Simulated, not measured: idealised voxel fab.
Process module under the name voxel double patterning
140 nm wide, 5 nm square cells: that's cross-section cut.
Cross-section format: a grid of square cells, given as bands from top to bottom; each band is one or more rows of cells. Read a band's entry like this: the first values are the height of its top and the height of its bottom in nm, and what follows is the sequence of materials from left to right, each with its width in nm. Note that "air" is empty space, and that a single material marked "edge to edge" reaches across the band from edge to edge. Height is counted from the level 0, under which the received wafer is composed throughout of one material. The lowest of the bands is not closed at the bottom but continues downward, in the notation "0..down". A width such as "30..40" changes by the same amount from each row of cells to the next, from the band's top row to its bottom row. "no modification" for a step: no cell of the cross-section changed in that step. "Trapped void list" - sealed voids, min. 8 cells, no opening to top; format: width x height at distance (distance from left edge; nm throughout). On a step's line, text after the settings is the simulator commenting on that step. The line of a step may include "overlay nm". On a step with a mask, this value is how far to the right of its planned place the mask lay. A negative value means the mask lay to the left.
# List of planned process steps
- 1: RECEIVE,material Si
- 2: CONFORMAL_DEP,material SiO2,thk nm 5
- 3: DIRECTIONAL_DEP,material W,thk nm 15
- 4: DIRECTIONAL_DEP,material SiN,thk nm 5
- 5: MASKED_ETCH,tone open,mask id FIRST,width nm 15,pitch nm 50,etch materials SiN,depth nm 5,overlay nm 0
- 6: MASKED_ETCH,tone open,mask id SECOND,width nm 15,etch materials SiN,depth nm 5,overlay nm 0
- 7: DIRECTIONAL_ETCH,etch materials W,depth nm 15
- 8: STRIP,etch materials SiN
# As-received wafer cross-section (after step 1)
0..down | Si edge to edge
Trapped void list: none
# Wafer cross-section at module end: first of two, run to plan
20..5 | W 35, then air 15, then W 10, then air 15, then W 10, then air 15, then W 40
5..0 | SiO2 edge to edge
0..down | Si edge to edge
Trapped void list: none
# Wafer two, end of module, cross-section. Same start, same plan as wafer one. One mistake in the run
35..20 | W 35, then air 15, then W 10, then air 15, then W 10, then air 15, then W 40
20..5 | W edge to edge
5..0 | SiO2 edge to edge
0..down | Si edge to edge
Trapped void list: none
Deviation from plan: in the plan, step 3 was performed twice
The closing comparison, in cells, has the second wafer with more or fewer of some materials than the first: W: 84 more
